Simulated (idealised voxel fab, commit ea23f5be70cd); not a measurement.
voxel local oxidation: a process module
For reference, the cross-section in this document is cut, with width 150 nm and square cells of 5 nm.
Square cells in a grid make up a cross-section in this document, and the grid is given as bands, listed from the top down, each one or more rows of cells. Top height, bottom height, nm. Materials left to right, width each, nm. Single material + "everywhere" = fills band edge to edge. "blank" = empty. Basically, 0 is our baseline, since under it the wafer straight out of the box is all one material. The bottom band has no lower end and keeps on going down, so it looks like "z 0 and below". Graded width ("30->40"): value in top row of band = first number; value in bottom row = second number; row-to-row change constant. The designation "no modifications", where it is given for a processing step, indicates that no cell of the cross-section was altered in the course of that step. What "Closed void register" gives you is every empty space of 8 cells or more that is cut off from the top. Each appears as width x height at distance, with the distance taken from the left edge and width, height and distance all in nm. Text after the settings on a step's line: the simulator's own remark on that step. For masked steps, "overlay nm" on the step line gives how far right of plan the mask actually lay; a minus sign means it lay to the left.

**The process steps that were planned are listed below**
| 1 | RECEIVE, material Si |
| 2 | CONFORMAL_DEP, material SiO2, thk nm 5 |
| 3 | CONFORMAL_DEP, material SiN, thk nm 10 |
| 4 | MASKED_ETCH, tone cover, mask id ACTIVE, width nm 90, etch materials SiN, depth nm 10, overlay nm 0 |
| 5 | SELECTIVE_ETCH, etch materials SiO2, depth nm 5 |
| 6 | OXIDIZE, depth nm 15 |
| 7 | STRIP, etch materials SiN |

**On the first of the two wafers: run conducted according to plan**

**Cross-section of the wafer upon arrival, representing the state reached after step 1**
- z 0 and below = Si everywhere
- Closed void register: none

**How the wafer stands in section after step 2**
- z 5 to 0 = SiO2 everywhere
- Rest of section, below 0: as before.

**How the wafer stands in section after step 3**
- z 15 to 5 = SiN everywhere
- Rest of section, below 5: as before.

**How the wafer stands in section after step 4**
- z 15 to 5 = blank=30, then SiN=90, then blank=30
- Rest of section, below 5: as before.

**How the wafer stands in section after step 5**
- z 15 to 5 = blank=30, then SiN=90, then blank=30
- z 5 to 0 = blank=35, then SiO2=80, then blank=35
- Rest of section, below 0: as before.

**How the wafer stands in section after step 6**
- z 15 to 5 = blank=30, then SiN=90, then blank=30
- z 5 to 0 = blank=35, then SiO2=80, then blank=35
- z 0 to -15 = SiO2=50, then Si=50, then SiO2=50
- Rest of section, below -15: as before.

**How the wafer stands in section after step 7**
- z 5 to 0 = blank=35, then SiO2=80, then blank=35
- Rest of section, below 0: as before.

**Second wafer. Start and plan as for the first. One mistake made in running. Agrees with the first up to and including step 5**

**when step 6 should have ended**
- z 5 to 0 = blank=35, then SiO2=80, then blank=35
- Rest of section, below 0: as before.

**when step 7 should have ended**
- z 5 to 0 = blank=35, then SiO2=80, then blank=35
- z 0 to -15 = SiO2=50, then Si=50, then SiO2=50
- Rest of section, below -15: as before.
Here's what went sideways: steps 6 and 7: order swapped relative to plan
The two wafers come out with the same cross-section, meaning that, for this model, the mistake has no consequence in the computed result.
